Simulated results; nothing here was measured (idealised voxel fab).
The process module presented herein is designated voxel wiring stack.
cross-section cut | 250 nm wide | cells 5 nm
Cross-section format: a grid of square cells, given as bands from top to bottom; each band is one or more rows of cells. A band entry consists of two parts. The first gives the height of the band's top and the height of its bottom, in nm. The rest lists the band's materials from left to right, each with its width in nm. A single material labelled with the word "full width" fills the band from edge to edge, and the word "empty" marks empty space. Height reference: 0 = level under which incoming wafer is all one material. Lowest band: no bottom, runs on downward, e.g. "0 down". A width given as "30 to 40" starts at the first number in the band's top row and ends at the second number in its bottom row, shifting by an equal amount at every step from row to row. "remained the same" for a step: no cell of the cross-section changed in that step. "closed voids": sealed empty spaces, 8 cells or more, no open way to top, listed width x height at distance, with distance from the left edge and width, height and distance in nm. It should be noted that, on the line of a given step, the content following the step's settings is a remark produced by the simulator itself with respect to that step. overlay nm: step with mask; distance mask lay right of planned place; negative value = left of planned place.
-- List of planned process steps
step 1: RECEIVE [material Si]
step 2: CONFORMAL_DEP [material SiO2] [thk nm 10]
step 3: DIRECTIONAL_DEP [material TiN] [thk nm 5]
step 4: DIRECTIONAL_DEP [material W] [thk nm 15]
step 5: DIRECTIONAL_DEP [material aC] [thk nm 10]
step 6: PATTERN [tone cover] [mask id METAL_1] [material resist] [width nm 30] [pitch nm 50] [thk nm 25] [overlay nm 0]
step 7: DIRECTIONAL_ETCH [etch materials aC] [depth nm 10]
step 8: STRIP [etch materials resist]
step 9: DIRECTIONAL_ETCH [etch materials W] [depth nm 15]
step 10: DIRECTIONAL_ETCH [etch materials TiN] [depth nm 5]
step 11: STRIP [etch materials aC]
step 12: FILL_DEP [material lowk] [thk nm 5]
step 13: CMP [height nm 30]
step 14: CONFORMAL_DEP [material SiCN] [thk nm 5]
step 15: DIRECTIONAL_DEP [material lowk] [thk nm 25]
step 16: DIRECTIONAL_DEP [material aC] [thk nm 10]
step 17: PATTERN [tone open] [mask id METAL_2] [material resist] [width nm 30] [pitch nm 50] [thk nm 25] [overlay nm 0]
step 18: DIRECTIONAL_ETCH [etch materials aC] [depth nm 10]
step 19: STRIP [etch materials resist]
step 20: DIRECTIONAL_ETCH [etch materials lowk] [depth nm 15]
step 21: STRIP [etch materials aC]
step 22: MASKED_ETCH [tone open] [mask id METAL_2_HOLES] [width nm 15] [pitch nm 50] [etch materials lowk] [depth nm 10] [overlay nm 0]
step 23: MASKED_ETCH [tone open] [mask id METAL_2_HOLES] [width nm 15] [pitch nm 50] [etch materials SiCN] [depth nm 5] [overlay nm 0]
step 24: CONFORMAL_DEP [material TiN] [thk nm 5]
step 25: FILL_DEP [material Cu] [thk nm 10]
step 26: CMP [height nm 60]
step 27: CONFORMAL_DEP [material SiCN] [thk nm 5]
step 28: DIRECTIONAL_DEP [material SiO2] [thk nm 15]
step 29: PATTERN [tone open] [mask id PLUG_2] [material resist] [width nm 15] [pitch nm 50] [thk nm 15] [overlay nm 0]
step 30: DIRECTIONAL_ETCH [etch materials SiO2] [depth nm 15]
step 31: DIRECTIONAL_ETCH [etch materials SiCN] [depth nm 5]
step 32: STRIP [etch materials resist]
step 33: EPI [material Ru] [thk nm 10]
step 34: EPI [material Ru] [thk nm 10]
step 35: DIRECTIONAL_DEP [material TiN] [thk nm 5]
step 36: DIRECTIONAL_DEP [material Ru] [thk nm 25]
step 37: MASKED_ETCH [tone cover] [mask id METAL_3] [width nm 30] [pitch nm 50] [etch materials Ru] [depth nm 25] [overlay nm 0]
step 38: MASKED_ETCH [tone cover] [mask id METAL_3] [width nm 30] [pitch nm 50] [etch materials TiN] [depth nm 5] [overlay nm 0]
step 39: CONFORMAL_DEP [material SiCN] [thk nm 5]
step 40: FILL_DEP [material lowk] [thk nm 5]
step 41: CMP [height nm 110]
step 42: CONFORMAL_DEP [material SiCN] [thk nm 5]
-- Wafer, first of two, run as planned
-- Cross-section of the wafer at receipt, which is the condition after step 1
    0 down | Si full width
    closed voids: none
-- How the wafer stands in section after step 2
    10 to 0 | SiO2 full width
    Nothing below the height 0 has changed.
-- How the wafer stands in section after step 3
    15 to 10 | TiN full width
    Nothing below the height 10 has changed.
-- How the wafer stands in section after step 4
    30 to 15 | W full width
    Nothing below the height 15 has changed.
-- How the wafer stands in section after step 5
    40 to 30 | aC full width
    Nothing below the height 30 has changed.
-- How the wafer stands in section after step 6
    65 to 40 | 60 nm empty  30 nm resist  20 nm empty  30 nm resist  20 nm empty  30 nm resist  60 nm empty
    Nothing below the height 40 has changed.
-- How the wafer stands in section after step 7
    55 to 40 | 60 nm empty  30 nm resist  20 nm empty  30 nm resist  20 nm empty  30 nm resist  60 nm empty
    40 to 30 | 60 nm empty  30 nm aC  20 nm empty  30 nm aC  20 nm empty  30 nm aC  60 nm empty
    Nothing below the height 30 has changed.
-- How the wafer stands in section after step 8
    40 to 30 | 60 nm empty  30 nm aC  20 nm empty  30 nm aC  20 nm empty  30 nm aC  60 nm empty
    Nothing below the height 30 has changed.
-- How the wafer stands in section after step 9
    40 to 30 | 60 nm empty  30 nm aC  20 nm empty  30 nm aC  20 nm empty  30 nm aC  60 nm empty
    30 to 15 | 60 nm empty  30 nm W  20 nm empty  30 nm W  20 nm empty  30 nm W  60 nm empty
    Nothing below the height 15 has changed.
-- How the wafer stands in section after step 10
    40 to 30 | 60 nm empty  30 nm aC  20 nm empty  30 nm aC  20 nm empty  30 nm aC  60 nm empty
    30 to 15 | 60 nm empty  30 nm W  20 nm empty  30 nm W  20 nm empty  30 nm W  60 nm empty
    15 to 10 | 60 nm empty  30 nm TiN  20 nm empty  30 nm TiN  20 nm empty  30 nm TiN  60 nm empty
    Nothing below the height 10 has changed.
-- How the wafer stands in section after step 11
    30 to 15 | 60 nm empty  30 nm W  20 nm empty  30 nm W  20 nm empty  30 nm W  60 nm empty
    Nothing below the height 15 has changed.
-- How the wafer stands in section after step 12
    35 to 30 | lowk full width
    30 to 15 | 60 nm lowk  30 nm W  20 nm lowk  30 nm W  20 nm lowk  30 nm W  60 nm lowk
    15 to 10 | 60 nm lowk  30 nm TiN  20 nm lowk  30 nm TiN  20 nm lowk  30 nm TiN  60 nm lowk
    Nothing below the height 10 has changed.
-- How the wafer stands in section after step 13
    30 to 15 | 60 nm lowk  30 nm W  20 nm lowk  30 nm W  20 nm lowk  30 nm W  60 nm lowk
    Nothing below the height 15 has changed.
-- How the wafer stands in section after step 14
    35 to 30 | SiCN full width
    Nothing below the height 30 has changed.
-- How the wafer stands in section after step 15
    60 to 35 | lowk full width
    Nothing below the height 35 has changed.
-- How the wafer stands in section after step 16
    70 to 60 | aC full width
    Nothing below the height 60 has changed.
-- How the wafer stands in section after step 17
    95 to 70 | 60 nm resist  30 nm empty  20 nm resist  30 nm empty  20 nm resist  30 nm empty  60 nm resist
    Nothing below the height 70 has changed.
-- How the wafer stands in section after step 18
    85 to 70 | 60 nm resist  30 nm empty  20 nm resist  30 nm empty  20 nm resist  30 nm empty  60 nm resist
    70 to 60 | 60 nm aC  30 nm empty  20 nm aC  30 nm empty  20 nm aC  30 nm empty  60 nm aC
    Nothing below the height 60 has changed.
-- How the wafer stands in section after step 19
    70 to 60 | 60 nm aC  30 nm empty  20 nm aC  30 nm empty  20 nm aC  30 nm empty  60 nm aC
    Nothing below the height 60 has changed.
-- How the wafer stands in section after step 20
    70 to 60 | 60 nm aC  30 nm empty  20 nm aC  30 nm empty  20 nm aC  30 nm empty  60 nm aC
    60 to 45 | 60 nm lowk  30 nm empty  20 nm lowk  30 nm empty  20 nm lowk  30 nm empty  60 nm lowk
    Nothing below the height 45 has changed.
-- How the wafer stands in section after step 21
    60 to 45 | 60 nm lowk  30 nm empty  20 nm lowk  30 nm empty  20 nm lowk  30 nm empty  60 nm lowk
    Nothing below the height 45 has changed.
-- How the wafer stands in section after step 22
    60 to 45 | 60 nm lowk  30 nm empty  20 nm lowk  30 nm empty  20 nm lowk  30 nm empty  60 nm lowk
    45 to 35 | 60 nm lowk  15 nm empty  35 nm lowk  15 nm empty  35 nm lowk  15 nm empty  75 nm lowk
    Nothing below the height 35 has changed.
-- How the wafer stands in section after step 23
    60 to 45 | 60 nm lowk  30 nm empty  20 nm lowk  30 nm empty  20 nm lowk  30 nm empty  60 nm lowk
    45 to 35 | 60 nm lowk  15 nm empty  35 nm lowk  15 nm empty  35 nm lowk  15 nm empty  75 nm lowk
    35 to 30 | 60 nm SiCN  15 nm empty  35 nm SiCN  15 nm empty  35 nm SiCN  15 nm empty  75 nm SiCN
    Nothing below the height 30 has changed.
-- How the wafer stands in section after step 24
    65 to 60 | 65 nm TiN  20 nm empty  30 nm TiN  20 nm empty  30 nm TiN  20 nm empty  65 nm TiN
    60 to 50 | 60 nm lowk  5 nm TiN  20 nm empty  5 nm TiN  20 nm lowk  5 nm TiN  20 nm empty  5 nm TiN  20 nm lowk  5 nm TiN  20 nm empty  5 nm TiN  60 nm lowk
    50 to 45 | 60 nm lowk  5 nm TiN  5 nm empty  20 nm TiN  20 nm lowk  5 nm TiN  5 nm empty  20 nm TiN  20 nm lowk  5 nm TiN  5 nm empty  20 nm TiN  60 nm lowk
    45 to 35 | 60 nm lowk  5 nm TiN  5 nm empty  5 nm TiN  35 nm lowk  5 nm TiN  5 nm empty  5 nm TiN  35 nm lowk  5 nm TiN  5 nm empty  5 nm TiN  75 nm lowk
    35 to 30 | 60 nm SiCN  15 nm TiN  35 nm SiCN  15 nm TiN  35 nm SiCN  15 nm TiN  75 nm SiCN
    Nothing below the height 30 has changed.
-- How the wafer stands in section after step 25
    75 to 65 | Cu full width
    65 to 60 | 65 nm TiN  20 nm Cu  30 nm TiN  20 nm Cu  30 nm TiN  20 nm Cu  65 nm TiN
    60 to 50 | 60 nm lowk  5 nm TiN  20 nm Cu  5 nm TiN  20 nm lowk  5 nm TiN  20 nm Cu  5 nm TiN  20 nm lowk  5 nm TiN  20 nm Cu  5 nm TiN  60 nm lowk
    50 to 45 | 60 nm lowk  5 nm TiN  5 nm Cu  20 nm TiN  20 nm lowk  5 nm TiN  5 nm Cu  20 nm TiN  20 nm lowk  5 nm TiN  5 nm Cu  20 nm TiN  60 nm lowk
    45 to 35 | 60 nm lowk  5 nm TiN  5 nm Cu  5 nm TiN  35 nm lowk  5 nm TiN  5 nm Cu  5 nm TiN  35 nm lowk  5 nm TiN  5 nm Cu  5 nm TiN  75 nm lowk
    Nothing below the height 35 has changed.
-- How the wafer stands in section after step 26
    60 to 50 | 60 nm lowk  5 nm TiN  20 nm Cu  5 nm TiN  20 nm lowk  5 nm TiN  20 nm Cu  5 nm TiN  20 nm lowk  5 nm TiN  20 nm Cu  5 nm TiN  60 nm lowk
    Nothing below the height 50 has changed.
-- How the wafer stands in section after step 27
    65 to 60 | SiCN full width
    Nothing below the height 60 has changed.
-- How the wafer stands in section after step 28
    80 to 65 | SiO2 full width
    Nothing below the height 65 has changed.
-- How the wafer stands in section after step 29
    95 to 80 | 60 nm resist  15 nm empty  35 nm resist  15 nm empty  35 nm resist  15 nm empty  75 nm resist
    Nothing below the height 80 has changed.
-- How the wafer stands in section after step 30
    95 to 80 | 60 nm resist  15 nm empty  35 nm resist  15 nm empty  35 nm resist  15 nm empty  75 nm resist
    80 to 65 | 60 nm SiO2  15 nm empty  35 nm SiO2  15 nm empty  35 nm SiO2  15 nm empty  75 nm SiO2
    Nothing below the height 65 has changed.
-- How the wafer stands in section after step 31
    95 to 80 | 60 nm resist  15 nm empty  35 nm resist  15 nm empty  35 nm resist  15 nm empty  75 nm resist
    80 to 65 | 60 nm SiO2  15 nm empty  35 nm SiO2  15 nm empty  35 nm SiO2  15 nm empty  75 nm SiO2
    65 to 60 | 60 nm SiCN  15 nm empty  35 nm SiCN  15 nm empty  35 nm SiCN  15 nm empty  75 nm SiCN
    Nothing below the height 60 has changed.
-- How the wafer stands in section after step 32
    80 to 65 | 60 nm SiO2  15 nm empty  35 nm SiO2  15 nm empty  35 nm SiO2  15 nm empty  75 nm SiO2
    Nothing below the height 65 has changed.
-- How the wafer stands in section after step 33
    80 to 70 | 60 nm SiO2  15 nm empty  35 nm SiO2  15 nm empty  35 nm SiO2  15 nm empty  75 nm SiO2
    70 to 65 | 60 nm SiO2  15 nm Ru  35 nm SiO2  15 nm Ru  35 nm SiO2  15 nm Ru  75 nm SiO2
    65 to 60 | 60 nm SiCN  15 nm Ru  35 nm SiCN  15 nm Ru  35 nm SiCN  15 nm Ru  75 nm SiCN
    Nothing below the height 60 has changed.
-- How the wafer stands in section after step 34
    80 to 65 | 60 nm SiO2  15 nm Ru  35 nm SiO2  15 nm Ru  35 nm SiO2  15 nm Ru  75 nm SiO2
    Nothing below the height 65 has changed.
-- How the wafer stands in section after step 35
    85 to 80 | TiN full width
    Nothing below the height 80 has changed.
-- How the wafer stands in section after step 36
    110 to 85 | Ru full width
    Nothing below the height 85 has changed.
-- How the wafer stands in section after step 37
    110 to 85 | 60 nm empty  30 nm Ru  20 nm empty  30 nm Ru  20 nm empty  30 nm Ru  60 nm empty
    Nothing below the height 85 has changed.
-- How the wafer stands in section after step 38
    110 to 85 | 60 nm empty  30 nm Ru  20 nm empty  30 nm Ru  20 nm empty  30 nm Ru  60 nm empty
    85 to 80 | 60 nm empty  30 nm TiN  20 nm empty  30 nm TiN  20 nm empty  30 nm TiN  60 nm empty
    Nothing below the height 80 has changed.
-- How the wafer stands in section after step 39
    115 to 110 | 55 nm empty  40 nm SiCN  10 nm empty  40 nm SiCN  10 nm empty  40 nm SiCN  55 nm empty
    110 to 85 | 55 nm empty  5 nm SiCN  30 nm Ru  5 nm SiCN  10 nm empty  5 nm SiCN  30 nm Ru  5 nm SiCN  10 nm empty  5 nm SiCN  30 nm Ru  5 nm SiCN  55 nm empty
    85 to 80 | 60 nm SiCN  30 nm TiN  20 nm SiCN  30 nm TiN  20 nm SiCN  30 nm TiN  60 nm SiCN
    Nothing below the height 80 has changed.
-- How the wafer stands in section after step 40
    120 to 115 | lowk full width
    115 to 110 | 55 nm lowk  40 nm SiCN  10 nm lowk  40 nm SiCN  10 nm lowk  40 nm SiCN  55 nm lowk
    110 to 85 | 55 nm lowk  5 nm SiCN  30 nm Ru  5 nm SiCN  10 nm lowk  5 nm SiCN  30 nm Ru  5 nm SiCN  10 nm lowk  5 nm SiCN  30 nm Ru  5 nm SiCN  55 nm lowk
    Nothing below the height 85 has changed.
-- How the wafer stands in section after step 41
    110 to 85 | 55 nm lowk  5 nm SiCN  30 nm Ru  5 nm SiCN  10 nm lowk  5 nm SiCN  30 nm Ru  5 nm SiCN  10 nm lowk  5 nm SiCN  30 nm Ru  5 nm SiCN  55 nm lowk
    Nothing below the height 85 has changed.
-- How the wafer stands in section after step 42
    115 to 110 | SiCN full width
    Nothing below the height 110 has changed.
-- Second wafer, same starting conditions and recipe as the first, one mistake in executing it, nothing differs from the first up to and including step 16
-- Second wafer cross-section, taken as of the time the plan sets for step 17 to be done
    95 to 70 | 60 nm resist  35 nm empty  15 nm resist  35 nm empty  15 nm resist  35 nm empty  55 nm resist
    Nothing below the height 70 has changed.
-- Second wafer cross-section, taken as of the time the plan sets for step 18 to be done
    85 to 70 | 60 nm resist  35 nm empty  15 nm resist  35 nm empty  15 nm resist  35 nm empty  55 nm resist
    70 to 60 | 60 nm aC  35 nm empty  15 nm aC  35 nm empty  15 nm aC  35 nm empty  55 nm aC
    Nothing below the height 60 has changed.
-- Second wafer cross-section, taken as of the time the plan sets for step 19 to be done
    70 to 60 | 60 nm aC  35 nm empty  15 nm aC  35 nm empty  15 nm aC  35 nm empty  55 nm aC
    Nothing below the height 60 has changed.
-- Second wafer cross-section, taken as of the time the plan sets for step 20 to be done
    70 to 60 | 60 nm aC  35 nm empty  15 nm aC  35 nm empty  15 nm aC  35 nm empty  55 nm aC
    60 to 45 | 60 nm lowk  35 nm empty  15 nm lowk  35 nm empty  15 nm lowk  35 nm empty  55 nm lowk
    Nothing below the height 45 has changed.
-- Second wafer cross-section, taken as of the time the plan sets for step 21 to be done
    60 to 45 | 60 nm lowk  35 nm empty  15 nm lowk  35 nm empty  15 nm lowk  35 nm empty  55 nm lowk
    Nothing below the height 45 has changed.
-- Second wafer cross-section, taken as of the time the plan sets for step 22 to be done
    60 to 45 | 60 nm lowk  35 nm empty  15 nm lowk  35 nm empty  15 nm lowk  35 nm empty  55 nm lowk
    45 to 35 | 60 nm lowk  15 nm empty  35 nm lowk  15 nm empty  35 nm lowk  15 nm empty  75 nm lowk
    Nothing below the height 35 has changed.
-- Second wafer cross-section, taken as of the time the plan sets for step 23 to be done
    60 to 45 | 60 nm lowk  35 nm empty  15 nm lowk  35 nm empty  15 nm lowk  35 nm empty  55 nm lowk
    45 to 35 | 60 nm lowk  15 nm empty  35 nm lowk  15 nm empty  35 nm lowk  15 nm empty  75 nm lowk
    35 to 30 | 60 nm SiCN  15 nm empty  35 nm SiCN  15 nm empty  35 nm SiCN  15 nm empty  75 nm SiCN
    Nothing below the height 30 has changed.
-- Second wafer cross-section, taken as of the time the plan sets for step 24 to be done
    65 to 60 | 65 nm TiN  25 nm empty  25 nm TiN  25 nm empty  25 nm TiN  25 nm empty  60 nm TiN
    60 to 50 | 60 nm lowk  5 nm TiN  25 nm empty  5 nm TiN  15 nm lowk  5 nm TiN  25 nm empty  5 nm TiN  15 nm lowk  5 nm TiN  25 nm empty  5 nm TiN  55 nm lowk
    50 to 45 | 60 nm lowk  5 nm TiN  5 nm empty  25 nm TiN  15 nm lowk  5 nm TiN  5 nm empty  25 nm TiN  15 nm lowk  5 nm TiN  5 nm empty  25 nm TiN  55 nm lowk
    45 to 35 | 60 nm lowk  5 nm TiN  5 nm empty  5 nm TiN  35 nm lowk  5 nm TiN  5 nm empty  5 nm TiN  35 nm lowk  5 nm TiN  5 nm empty  5 nm TiN  75 nm lowk
    35 to 30 | 60 nm SiCN  15 nm TiN  35 nm SiCN  15 nm TiN  35 nm SiCN  15 nm TiN  75 nm SiCN
    Nothing below the height 30 has changed.
-- Second wafer cross-section, taken as of the time the plan sets for step 25 to be done
    75 to 65 | Cu full width
    65 to 60 | 65 nm TiN  25 nm Cu  25 nm TiN  25 nm Cu  25 nm TiN  25 nm Cu  60 nm TiN
    60 to 50 | 60 nm lowk  5 nm TiN  25 nm Cu  5 nm TiN  15 nm lowk  5 nm TiN  25 nm Cu  5 nm TiN  15 nm lowk  5 nm TiN  25 nm Cu  5 nm TiN  55 nm lowk
    50 to 45 | 60 nm lowk  5 nm TiN  5 nm Cu  25 nm TiN  15 nm lowk  5 nm TiN  5 nm Cu  25 nm TiN  15 nm lowk  5 nm TiN  5 nm Cu  25 nm TiN  55 nm lowk
    45 to 35 | 60 nm lowk  5 nm TiN  5 nm Cu  5 nm TiN  35 nm lowk  5 nm TiN  5 nm Cu  5 nm TiN  35 nm lowk  5 nm TiN  5 nm Cu  5 nm TiN  75 nm lowk
    Nothing below the height 35 has changed.
-- Second wafer cross-section, taken as of the time the plan sets for step 26 to be done
    60 to 50 | 60 nm lowk  5 nm TiN  25 nm Cu  5 nm TiN  15 nm lowk  5 nm TiN  25 nm Cu  5 nm TiN  15 nm lowk  5 nm TiN  25 nm Cu  5 nm TiN  55 nm lowk
    Nothing below the height 50 has changed.
-- Second wafer cross-section, taken as of the time the plan sets for step 27 to be done
    65 to 60 | SiCN full width
    Nothing below the height 60 has changed.
-- Second wafer cross-section, taken as of the time the plan sets for step 28 to be done
    80 to 65 | SiO2 full width
    Nothing below the height 65 has changed.
-- Second wafer cross-section, taken as of the time the plan sets for step 29 to be done
    95 to 80 | 60 nm resist  15 nm empty  35 nm resist  15 nm empty  35 nm resist  15 nm empty  75 nm resist
    Nothing below the height 80 has changed.
-- Second wafer cross-section, taken as of the time the plan sets for step 30 to be done
    95 to 80 | 60 nm resist  15 nm empty  35 nm resist  15 nm empty  35 nm resist  15 nm empty  75 nm resist
    80 to 65 | 60 nm SiO2  15 nm empty  35 nm SiO2  15 nm empty  35 nm SiO2  15 nm empty  75 nm SiO2
    Nothing below the height 65 has changed.
-- Second wafer cross-section, taken as of the time the plan sets for step 31 to be done
    95 to 80 | 60 nm resist  15 nm empty  35 nm resist  15 nm empty  35 nm resist  15 nm empty  75 nm resist
    80 to 65 | 60 nm SiO2  15 nm empty  35 nm SiO2  15 nm empty  35 nm SiO2  15 nm empty  75 nm SiO2
    65 to 60 | 60 nm SiCN  15 nm empty  35 nm SiCN  15 nm empty  35 nm SiCN  15 nm empty  75 nm SiCN
    Nothing below the height 60 has changed.
-- Second wafer cross-section, taken as of the time the plan sets for step 32 to be done
    80 to 65 | 60 nm SiO2  15 nm empty  35 nm SiO2  15 nm empty  35 nm SiO2  15 nm empty  75 nm SiO2
    Nothing below the height 65 has changed.
-- Second wafer cross-section, taken as of the time the plan sets for step 33 to be done
    80 to 70 | 60 nm SiO2  15 nm empty  35 nm SiO2  15 nm empty  35 nm SiO2  15 nm empty  75 nm SiO2
    70 to 65 | 60 nm SiO2  15 nm Ru  35 nm SiO2  15 nm Ru  35 nm SiO2  15 nm Ru  75 nm SiO2
    65 to 60 | 60 nm SiCN  15 nm Ru  35 nm SiCN  15 nm Ru  35 nm SiCN  15 nm Ru  75 nm SiCN
    Nothing below the height 60 has changed.
-- Second wafer cross-section, taken as of the time the plan sets for step 34 to be done
    80 to 65 | 60 nm SiO2  15 nm Ru  35 nm SiO2  15 nm Ru  35 nm SiO2  15 nm Ru  75 nm SiO2
    Nothing below the height 65 has changed.
-- Second wafer cross-section, taken as of the time the plan sets for step 35 to be done
    85 to 80 | TiN full width
    Nothing below the height 80 has changed.
-- Second wafer cross-section, taken as of the time the plan sets for step 36 to be done
    110 to 85 | Ru full width
    Nothing below the height 85 has changed.
-- Second wafer cross-section, taken as of the time the plan sets for step 37 to be done
    110 to 85 | 60 nm empty  30 nm Ru  20 nm empty  30 nm Ru  20 nm empty  30 nm Ru  60 nm empty
    Nothing below the height 85 has changed.
-- Second wafer cross-section, taken as of the time the plan sets for step 38 to be done
    110 to 85 | 60 nm empty  30 nm Ru  20 nm empty  30 nm Ru  20 nm empty  30 nm Ru  60 nm empty
    85 to 80 | 60 nm empty  30 nm TiN  20 nm empty  30 nm TiN  20 nm empty  30 nm TiN  60 nm empty
    Nothing below the height 80 has changed.
-- Second wafer cross-section, taken as of the time the plan sets for step 39 to be done
    115 to 110 | 55 nm empty  40 nm SiCN  10 nm empty  40 nm SiCN  10 nm empty  40 nm SiCN  55 nm empty
    110 to 85 | 55 nm empty  5 nm SiCN  30 nm Ru  5 nm SiCN  10 nm empty  5 nm SiCN  30 nm Ru  5 nm SiCN  10 nm empty  5 nm SiCN  30 nm Ru  5 nm SiCN  55 nm empty
    85 to 80 | 60 nm SiCN  30 nm TiN  20 nm SiCN  30 nm TiN  20 nm SiCN  30 nm TiN  60 nm SiCN
    Nothing below the height 80 has changed.
-- Second wafer cross-section, taken as of the time the plan sets for step 40 to be done
    120 to 115 | lowk full width
    115 to 110 | 55 nm lowk  40 nm SiCN  10 nm lowk  40 nm SiCN  10 nm lowk  40 nm SiCN  55 nm lowk
    110 to 85 | 55 nm lowk  5 nm SiCN  30 nm Ru  5 nm SiCN  10 nm lowk  5 nm SiCN  30 nm Ru  5 nm SiCN  10 nm lowk  5 nm SiCN  30 nm Ru  5 nm SiCN  55 nm lowk
    Nothing below the height 85 has changed.
-- Second wafer cross-section, taken as of the time the plan sets for step 41 to be done
    110 to 85 | 55 nm lowk  5 nm SiCN  30 nm Ru  5 nm SiCN  10 nm lowk  5 nm SiCN  30 nm Ru  5 nm SiCN  10 nm lowk  5 nm SiCN  30 nm Ru  5 nm SiCN  55 nm lowk
    Nothing below the height 85 has changed.
-- Second wafer cross-section, taken as of the time the plan sets for step 42 to be done
    115 to 110 | SiCN full width
    Nothing below the height 110 has changed.
What was the processing mistake? step 17, actual vs plan mismatch, actual run PATTERN [tone open] [mask id METAL_2] [material resist] [width nm 35] [pitch nm 50] [thk nm 25] [overlay nm 0]
End of process, cell counts, second wafer against first, materials with more or fewer: Cu +6, TiN +3, lowk -9
